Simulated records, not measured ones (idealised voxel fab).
The following process module bears the name voxel double patterning.
FYI the section here is cut, 185 nm wide, cells are 5 nm squares.
A cross-section in this document is a grid of square cells, and it is written down as bands, the top band listed before the ones below it; a band is made up of one or more rows of cells.
The entry gives the band's vertical extent as a top height and a bottom height in nm, then its horizontal make-up as materials from left to right, each with a width in nm. "empty" stands for empty space; a single material marked "everywhere" fills the band edge to edge.
Where do heights start? At 0: under that level the wafer as delivered is made of one material only. And the lowest band has no floor; it just carries on downward, as in "top 0, no bottom".
It should be noted that a width expressed as "30..40" varies in equal increments from row to row of cells within the band, taking the value of the first number at the top row and that of the second number at the bottom row.
Step note "same as before" = no cross-section cell changed.
What "Sealed void inventory" gives you is every empty space of 8 cells or more that is cut off from the top. Each appears as width x height at distance, with the distance taken from the left edge and width, height and distance all in nm.
Past the settings on a step's line: simulator remark, on that step.
overlay nm: on a step with a mask, how far right of its planned place the mask lay; negative means left.
Set out below are the planned steps of the process:
1) RECEIVE (material Si)
2) CONFORMAL_DEP (material SiO2; thk nm 5)
3) DIRECTIONAL_DEP (material TiN; thk nm 15)
4) DIRECTIONAL_DEP (material SiN; thk nm 10)
5) DIRECTIONAL_DEP (material aC; thk nm 15)
6) PATTERN (tone open; mask id FIRST; material resist; width nm 15; pitch nm 50; thk nm 30; overlay nm 0)
7) DIRECTIONAL_ETCH (etch materials aC; depth nm 15)
8) STRIP (etch materials resist)
9) DIRECTIONAL_ETCH (etch materials SiN; depth nm 10)
10) STRIP (etch materials aC)
11) PATTERN (tone open; mask id SECOND; material resist; width nm 15; pitch nm 50; thk nm 20; overlay nm 0)
12) DIRECTIONAL_ETCH (etch materials SiN; depth nm 10)
13) STRIP (etch materials resist)
14) DIRECTIONAL_ETCH (etch materials TiN; depth nm 15)
15) STRIP (etch materials SiN)
Cross-section of the wafer as it came to us, i.e., already through step 1:
top 0, no bottom = Si everywhere
Sealed void inventory: none
This is how the wafer looks in cross-section once the module is done, given the starting state and plan above and one mistake in carrying the plan out:
top 30, bottom 15 = 35 nm TiN; 15 nm empty; 10 nm TiN; 15 nm empty; 10 nm TiN; 15 nm empty; 10 nm TiN; 15 nm empty; 10 nm TiN; 15 nm empty; 35 nm TiN
top 15, bottom 5 = TiN everywhere
top 5, bottom 0 = SiO2 everywhere
top 0, no bottom = Si everywhere
Sealed void inventory: none
Plan not followed: step 3 ran differently from the plan; actual operation with settings: DIRECTIONAL_DEP (material TiN; thk nm 25)
